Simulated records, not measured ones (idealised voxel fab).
Documented hereafter: the process module known as voxel self aligned contacts.
Square cell edge 5 nm, section width 285 nm, ID cut.
Format of a cross-section: grid, square cells. Given as bands. Order: top down. Band: one or more rows of cells. Quick guide to a band line: top height, bottom height (nm) up front; then every material left to right with its width in nm. Only one material and it's marked "edge to edge"? Then it fills the band edge to edge. And "blank" just means empty space. Heights are measured from 0, the level below which the as-received wafer is all one material; the lowest band has no bottom and continues downward, written as in "0 down". Think of "30..40" as a width that walks from the first number to the second as you go down the band, top row to bottom row, taking equal-sized steps from row to row. It should be understood that the words "stayed the same", when stated for a given step, signify that the cross-section underwent no change in any of its cells during that step. Encapsulated voids: empty space of 8 cells or more with no open way to the top, each as width x height at its distance from the left edge, in nm. Past the settings on a step's line: simulator remark, on that step. On any step carrying a mask, the "overlay nm" setting, if present on the step's line, tells how far right of its planned place the mask lay; negative values point to the left.
-- Set out below are the planned steps of the process
1. op RECEIVE | material Si
2. op OXIDIZE | depth nm 5
3. op DIRECTIONAL_DEP | material polySi | thk nm 30
4. op DIRECTIONAL_DEP | material SiN | thk nm 20
5. op DIRECTIONAL_DEP | material aC | thk nm 15
6. op PATTERN | tone cover | mask id GATE | material resist | width nm 25 | pitch nm 60 | thk nm 30 | overlay nm 0
7. op DIRECTIONAL_ETCH | etch materials aC | depth nm 15
8. op STRIP | etch materials resist
9. op DIRECTIONAL_ETCH | etch materials SiN | depth nm 20
10. op DIRECTIONAL_ETCH | etch materials polySi | depth nm 30
11. op STRIP | etch materials aC
12. op CONFORMAL_DEP | material SiN | thk nm 10
13. op DIRECTIONAL_ETCH | etch materials SiN | depth nm 10
14. op FILL_DEP | material SiO2 | thk nm 15
15. op CMP | height nm 55
16. op MASKED_ETCH | tone open | mask id CONTACT | width nm 45 | pitch nm 60 | etch materials SiO2 | depth nm 60 | overlay nm 0
17. op CONFORMAL_DEP | material TiN | thk nm 5
18. op FILL_DEP | material Ru | thk nm 10
19. op CMP | height nm 55
20. op CONFORMAL_DEP | material SiN | thk nm 5
-- As-received state of the wafer in cross-section, equivalent to post-step 1
    0 down | Si edge to edge
    Encapsulated voids: none
-- Wafer at module end, in section. Began as above, planned as above, run with one mistake
    60 to 55 | SiN edge to edge
    55 to 50 | TiN 110; Ru 5; TiN 55; Ru 5; TiN 110
    50 to 30 | SiO2 60; SiN 45; TiN 5; Ru 5; TiN 5; SiN 45; TiN 5; Ru 5; TiN 5; SiN 45; SiO2 60
    30 to 0 | SiO2 60; SiN 10; polySi 25; SiN 10; TiN 5; Ru 5; TiN 5; SiN 10; polySi 25; SiN 10; TiN 5; Ru 5; TiN 5; SiN 10; polySi 25; SiN 10; SiO2 60
    0 to -5 | SiO2 105; TiN 15; SiO2 45; TiN 15; SiO2 105
    -5 down | Si edge to edge
    Encapsulated voids: none
Here's what went sideways: rather than as planned, step 15 actually ran as op CMP | height nm 50
